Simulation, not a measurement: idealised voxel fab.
process module | voxel lift off
cross-section cut | 205 nm wide | cells 5 nm
A cross-section is a grid of square cells, given in bands from the top down. A band is one or more rows of cells.
Each band's line starts with the height of the band's top and of its bottom, in nm. Then come its materials from left to right, each with its width in nm. One material with "throughout" fills the band from edge to edge. "air" is empty space.
Height 0 is the level under which the wafer as received is all one material. The lowest band goes on downwards, as in "0 down".
A width such as "30 to 40" changes by the same amount from each row of cells to the next, from the band's top row to its bottom row.
"no change" after a step means that no cell of the cross-section changed.
closed voids: empty space of 8 cells or more with no open way to the top, each as width x height at its distance from the left edge, in nm
after a step's settings: what the simulator itself notes on the step
overlay nm, on a step with a mask: how far to the right of its planned place the mask lay; to the left if negative
Each pair below shows a cross-section before one step and the cross-section after it, down to the lowest band that changed. The line under each pair gives the step between them, with its settings. The pairs can come from different runs of this module on the same starting wafer, so a pair continues from the pair above only where its "before" says so.
before
  0 down: Si throughout
  closed voids: none
after
  5 to 0: SiN throughout
  below 0: unchanged
  closed voids: none
the step between: op CONFORMAL_DEP | material SiN | thk nm 5
before: the cross-section after the pair above
after
  30 to 5: resist 75 | air 15 | resist 25 | air 15 | resist 75
  below 5: unchanged
  closed voids: none
the step between: op PATTERN | tone open | mask id LINES | material resist | width nm 15 | pitch nm 40 | thk nm 25 | overlay nm 0
before: the cross-section after the pair above
after
  45 to 30: Ru 75 | air 15 | Ru 25 | air 15 | Ru 75
  30 to 20: resist 75 | air 15 | resist 25 | air 15 | resist 75
  20 to 5: resist 75 | Ru 15 | resist 25 | Ru 15 | resist 75
  below 5: unchanged
  closed voids: none
the step between: op DIRECTIONAL_DEP | material Ru | thk nm 15
before: the cross-section after the pair above
after
  20 to 5: air 75 | Ru 15 | air 25 | Ru 15 | air 75
  below 5: unchanged
  closed voids: none
the step between: op STRIP | etch materials resist
before: the cross-section after the pair above
after
  25 to 20: air 70 | SiO2 25 | air 15 | SiO2 25 | air 70
  20 to 10: air 70 | SiO2 5 | Ru 15 | SiO2 5 | air 15 | SiO2 5 | Ru 15 | SiO2 5 | air 70
  10 to 5: SiO2 75 | Ru 15 | SiO2 25 | Ru 15 | SiO2 75
  below 5: unchanged
  closed voids: none
the step between: op CONFORMAL_DEP | material SiO2 | thk nm 5
before
  20 to 5: air 75 | Ru 15 | air 25 | Ru 15 | air 75
  5 to 0: SiN throughout
  0 down: Si throughout
  closed voids: none
after
  35 to 20: air 60 | SiO2 85 | air 60
  20 to 5: SiO2 75 | Ru 15 | SiO2 25 | Ru 15 | SiO2 75
  below 5: unchanged
  closed voids: none
the step between: op CONFORMAL_DEP | material SiO2 | thk nm 15
before
  5 to 0: SiN throughout
  0 down: Si throughout
  closed voids: none
after
  30 to 5: resist 75 | air 20 | resist 20 | air 20 | resist 70
  below 5: unchanged
  closed voids: none
the step between: op PATTERN | tone open | mask id LINES | material resist | width nm 20 | pitch nm 40 | thk nm 25 | overlay nm 0
before: the cross-section after the pair above
after
  45 to 30: Ru 75 | air 20 | Ru 20 | air 20 | Ru 70
  30 to 20: resist 75 | air 20 | resist 20 | air 20 | resist 70
  20 to 5: resist 75 | Ru 20 | resist 20 | Ru 20 | resist 70
  below 5: unchanged
  closed voids: none
the step between: op DIRECTIONAL_DEP | material Ru | thk nm 15
before: the cross-section after the pair above
after
  20 to 5: air 75 | Ru 20 | air 20 | Ru 20 | air 70
  below 5: unchanged
  closed voids: none
the step between: op STRIP | etch materials resist
before: the cross-section after the pair above
after
  25 to 20: air 70 | SiO2 30 | air 10 | SiO2 30 | air 65
  20 to 10: air 70 | SiO2 5 | Ru 20 | SiO2 5 | air 10 | SiO2 5 | Ru 20 | SiO2 5 | air 65
  10 to 5: SiO2 75 | Ru 20 | SiO2 20 | Ru 20 | SiO2 70
  below 5: unchanged
  closed voids: none
the step between: op CONFORMAL_DEP | material SiO2 | thk nm 5
before
  5 to 0: SiN throughout
  0 down: Si throughout
  closed voids: none
after
  30 to 5: resist 65 | air 15 | resist 25 | air 15 | resist 85
  below 5: unchanged
  closed voids: none
the step between: op PATTERN | tone open | mask id LINES | material resist | width nm 15 | pitch nm 40 | thk nm 25 | overlay nm -10
before: the cross-section after the pair above
after
  45 to 30: Ru 65 | air 15 | Ru 25 | air 15 | Ru 85
  30 to 20: resist 65 | air 15 | resist 25 | air 15 | resist 85
  20 to 5: resist 65 | Ru 15 | resist 25 | Ru 15 | resist 85
  below 5: unchanged
  closed voids: none
the step between: op DIRECTIONAL_DEP | material Ru | thk nm 15
before: the cross-section after the pair above
after
  20 to 5: air 65 | Ru 15 | air 25 | Ru 15 | air 85
  below 5: unchanged
  closed voids: none
the step between: op STRIP | etch materials resist
before: the cross-section after the pair above
after
  25 to 20: air 60 | SiO2 25 | air 15 | SiO2 25 | air 80
  20 to 10: air 60 | SiO2 5 | Ru 15 | SiO2 5 | air 15 | SiO2 5 | Ru 15 | SiO2 5 | air 80
  10 to 5: SiO2 65 | Ru 15 | SiO2 25 | Ru 15 | SiO2 85
  below 5: unchanged
  closed voids: none
the step between: op CONFORMAL_DEP | material SiO2 | thk nm 5
before
  30 to 5: resist 75 | air 15 | resist 25 | air 15 | resist 75
  5 to 0: SiN throughout
  0 down: Si throughout
  closed voids: none
after
  45 to 30: SiN 75 | air 15 | SiN 25 | air 15 | SiN 75
  30 to 20: resist 75 | air 15 | resist 25 | air 15 | resist 75
  20 to 5: resist 75 | SiN 15 | resist 25 | SiN 15 | resist 75
  below 5: unchanged
  closed voids: none
the step between: op DIRECTIONAL_DEP | material SiN | thk nm 15
before: the cross-section after the pair above
after
  20 to 5: air 75 | SiN 15 | air 25 | SiN 15 | air 75
  below 5: unchanged
  closed voids: none
the step between: op STRIP | etch materials resist
before: the cross-section after the pair above
after
  25 to 20: air 70 | SiO2 25 | air 15 | SiO2 25 | air 70
  20 to 10: air 70 | SiO2 5 | SiN 15 | SiO2 5 | air 15 | SiO2 5 | SiN 15 | SiO2 5 | air 70
  10 to 5: SiO2 75 | SiN 15 | SiO2 25 | SiN 15 | SiO2 75
  below 5: unchanged
  closed voids: none
the step between: op CONFORMAL_DEP | material SiO2 | thk nm 5
before
  5 to 0: SiN throughout
  0 down: Si throughout
  closed voids: none
after
  30 to 5: air 75 | resist 15 | air 25 | resist 15 | air 75
  below 5: unchanged
  closed voids: none
the step between: op PATTERN | tone cover | mask id LINES | material resist | width nm 15 | pitch nm 40 | thk nm 25 | overlay nm 0
before: the cross-section after the pair above
after
  45 to 30: air 75 | Ru 15 | air 25 | Ru 15 | air 75
  30 to 20: air 75 | resist 15 | air 25 | resist 15 | air 75
  20 to 5: Ru 75 | resist 15 | Ru 25 | resist 15 | Ru 75
  below 5: unchanged
  closed voids: none
the step between: op DIRECTIONAL_DEP | material Ru | thk nm 15
before: the cross-section after the pair above
after
  20 to 5: Ru 75 | air 15 | Ru 25 | air 15 | Ru 75
  below 5: unchanged
  closed voids: none
the step between: op STRIP | etch materials resist
before: the cross-section after the pair above
after
  25 to 20: SiO2 80 | air 5 | SiO2 35 | air 5 | SiO2 80
  20 to 10: Ru 75 | SiO2 5 | air 5 | SiO2 5 | Ru 25 | SiO2 5 | air 5 | SiO2 5 | Ru 75
  10 to 5: Ru 75 | SiO2 15 | Ru 25 | SiO2 15 | Ru 75
  below 5: unchanged
  closed voids: none
the step between: op CONFORMAL_DEP | material SiO2 | thk nm 5
